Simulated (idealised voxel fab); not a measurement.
This is a process module. Its name is voxel lift off.
Section cut is 195 nm wide and gridded with 5 nm square cells.
Each cross-section below is a grid of square cells, stated as bands in top-down order, with one or more rows of cells making up each band.
The entry gives the band's vertical extent as a top height and a bottom height in nm, then its horizontal make-up as materials from left to right, each with a width in nm. "blank" stands for empty space; a single material marked "edge to edge" fills the band edge to edge.
It should be noted that heights are counted from 0, beneath which the wafer as supplied is of one material throughout, and that the lowest band possesses no lower boundary but continues downward, as written in "0 down".
A width given as "30 to 40" starts at the first number in the band's top row and ends at the second number in its bottom row, shifting by an equal amount at every step from row to row.
Any step labelled "changes: none" changed none of the cells in the cross-section.
Closed empty spaces (no open way to the top) of 8 cells or more are what "Enclosed void list" lists, each as width x height at distance from the left edge, nm for all three.
Step line, after settings: the simulator's comment on this step.
Steps that use a mask can have "overlay nm" on their line. It says how far the mask sat to the right of where it was meant to be. Negative means to the left.
Process steps foreseen in the plan:
1: op RECEIVE | material Si
2: op CONFORMAL_DEP | material SiN | thk nm 10
3: op PATTERN | tone open | mask id LINES | material resist | width nm 15 | pitch nm 45 | thk nm 20 | overlay nm 0
4: op DIRECTIONAL_DEP | material Ru | thk nm 5
5: op STRIP | etch materials resist
6: op CONFORMAL_DEP | material SiCN | thk nm 5
As received (post step 1): cross-section:
    0 down = Si edge to edge
    Enclosed void list: none
Cross-section, first of two wafers, end of module, run as planned:
    20 to 15 = blank (15) | SiCN (25) | blank (20) | SiCN (25) | blank (20) | SiCN (25) | blank (20) | SiCN (25) | blank (20)
    15 to 10 = SiCN (20) | Ru (15) | SiCN (30) | Ru (15) | SiCN (30) | Ru (15) | SiCN (30) | Ru (15) | SiCN (25)
    10 to 0 = SiN edge to edge
    0 down = Si edge to edge
    Enclosed void list: none
Here's the second of our two wafers sectioned at module end. Same start as the first, same plan, but one mistake got made running it:
    20 to 15 = blank (10) | SiCN (35) | blank (10) | SiCN (35) | blank (10) | SiCN (35) | blank (10) | SiCN (35) | blank (15)
    15 to 10 = SiCN (15) | Ru (25) | SiCN (20) | Ru (25) | SiCN (20) | Ru (25) | SiCN (20) | Ru (25) | SiCN (20)
    10 to 0 = SiN edge to edge
    0 down = Si edge to edge
    Enclosed void list: none
Where did the run depart from the plan? step 3 ran differently from the plan; actual operation with settings: op PATTERN | tone open | mask id LINES | material resist | width nm 25 | pitch nm 45 | thk nm 20 | overlay nm 0
Looking at both finished wafers in cells, the second ends up ahead of or behind the first on some materials: +8 Ru
